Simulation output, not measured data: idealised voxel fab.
A process module follows: voxel gate over fins.
Section cut is 230 nm wide and gridded with 5 nm square cells.
How to read a cross-section here: the picture is a grid of square cells, written as bands going from the top down, and any band can span one or more rows of cells. In this notation a band is specified by the heights of its top and bottom, in that order and in nm, after which its materials appear from left to right, each paired with its width in nm. The word "everywhere" attached to a single material means that material fills the band from edge to edge; the word "air" stands for empty space. Height is counted from the level 0, under which the received wafer is composed throughout of one material. The lowest of the bands is not closed at the bottom but continues downward, in the notation "top 0, no bottom". The expression "30->40" gives the width at the extremes of the band, the first number at its top row of cells and the second at its bottom row, with the width changing by equal amounts from each row to the next in between. Step note "nothing got changed" = no cross-section cell changed. In "Closed void catalog" the enclosed voids are listed, meaning empty spaces of 8 cells or larger without any opening to the top. The form is width x height at distance, distance from the left edge, units nm. On a step's line, text after the settings is the simulator commenting on that step. For masked steps, "overlay nm" on the step line gives how far right of plan the mask actually lay; a minus sign means it lay to the left.

# plan
1. RECEIVE: material Si
2. CONFORMAL_DEP: material SiN, thk nm 10
3. MASKED_ETCH: tone cover, mask id FINS, width nm 15, pitch nm 40, etch materials SiN, depth nm 10, overlay nm 0
4. MASKED_ETCH: tone cover, mask id FINS, width nm 15, pitch nm 40, etch materials Si, depth nm 35, overlay nm -15
5. FILL_DEP: material SiO2, thk nm 15
6. CMP: height nm 10
7. SELECTIVE_ETCH: etch materials SiO2, depth nm 20
8. STRIP: etch materials SiN
9. CONFORMAL_DEP: material HfO2, thk nm 5
10. CONFORMAL_DEP: material TiN, thk nm 5
11. CONFORMAL_DEP: material TiAl, thk nm 5
12. CONFORMAL_DEP: material TiN, thk nm 5
13. FILL_DEP: material W, thk nm 15
14. CMP: height nm 30
15. CONFORMAL_DEP: material SiCN, thk nm 5
Every wafer here starts from the same state; it is the step 4 overlay nm that distinguishes them, and the value the plan gives belongs to the first wafer.

# After step 1, as received: first of several wafers, cross-section
top 0, no bottom  Si everywhere
Closed void catalog: none

# Depicted here is the first of several wafers in cross-section, at module completion following the last step, step 15
top 35, bottom 30  SiCN everywhere
top 30, bottom 20  W everywhere
top 20, bottom 15  W=10; TiN=190; W=30
top 15, bottom 10  W=10; TiN=5; TiAl=180; TiN=5; W=30
top 10, bottom 5  TiN=15; TiAl=5; TiN=170; TiAl=5; TiN=35
top 5, bottom 0  TiAl=20; TiN=5; HfO2=160; TiN=5; TiAl=40
top 0, bottom -5  TiN=25; HfO2=5; Si=30; HfO2=10; Si=30; HfO2=10; Si=30; HfO2=10; Si=30; HfO2=5; TiN=45
top -5, bottom -10  HfO2=30; Si=30; HfO2=10; Si=30; HfO2=10; Si=30; HfO2=10; Si=30; HfO2=50
top -10, bottom -35  SiO2=30; Si=30; SiO2=10; Si=30; SiO2=10; Si=30; SiO2=10; Si=30; SiO2=50
top -35, no bottom  Si everywhere
Closed void catalog: none

# Cross-section, last wafer, module completion
top 35, bottom 30  SiCN everywhere
top 30, bottom 20  W everywhere
top 20, bottom 15  W=25; TiN=190; W=15
top 15, bottom 10  W=25; TiN=5; TiAl=180; TiN=5; W=15
top 10, bottom 5  TiN=30; TiAl=5; TiN=170; TiAl=5; TiN=20
top 5, bottom 0  TiAl=35; TiN=5; HfO2=160; TiN=5; TiAl=25
top 0, bottom -5  TiN=40; HfO2=5; Si=30; HfO2=10; Si=30; HfO2=10; Si=30; HfO2=10; Si=30; HfO2=5; TiN=30
top -5, bottom -10  HfO2=45; Si=30; HfO2=10; Si=30; HfO2=10; Si=30; HfO2=10; Si=30; HfO2=35
top -10, bottom -35  SiO2=45; Si=30; SiO2=10; Si=30; SiO2=10; Si=30; SiO2=10; Si=30; SiO2=35
top -35, no bottom  Si everywhere
Closed void catalog: none

# Per wafer, end of module: cells gained (+) or lost (-) per material since receipt, then closed voids
overlay nm -15 | +62 HfO2 | -154 Si | +46 SiCN | +110 SiO2 | +50 TiAl | +100 TiN | +108 W | Closed void catalog: none
overlay nm -10 | +62 HfO2 | -182 Si | +46 SiCN | +130 SiO2 | +50 TiAl | +106 TiN | +110 W | Closed void catalog: none
overlay nm -5 | +62 HfO2 | -210 Si | +46 SiCN | +150 SiO2 | +50 TiAl | +112 TiN | +112 W | Closed void catalog: none
overlay nm 0 | +62 HfO2 | -238 Si | +46 SiCN | +170 SiO2 | +56 TiAl | +112 TiN | +114 W | Closed void catalog: none
overlay nm 5 | +62 HfO2 | -210 Si | +46 SiCN | +150 SiO2 | +50 TiAl | +112 TiN | +112 W | Closed void catalog: none
overlay nm 10 | +62 HfO2 | -182 Si | +46 SiCN | +130 SiO2 | +50 TiAl | +106 TiN | +110 W | Closed void catalog: none
overlay nm 15 | +62 HfO2 | -154 Si | +46 SiCN | +110 SiO2 | +50 TiAl | +100 TiN | +108 W | Closed void catalog: none
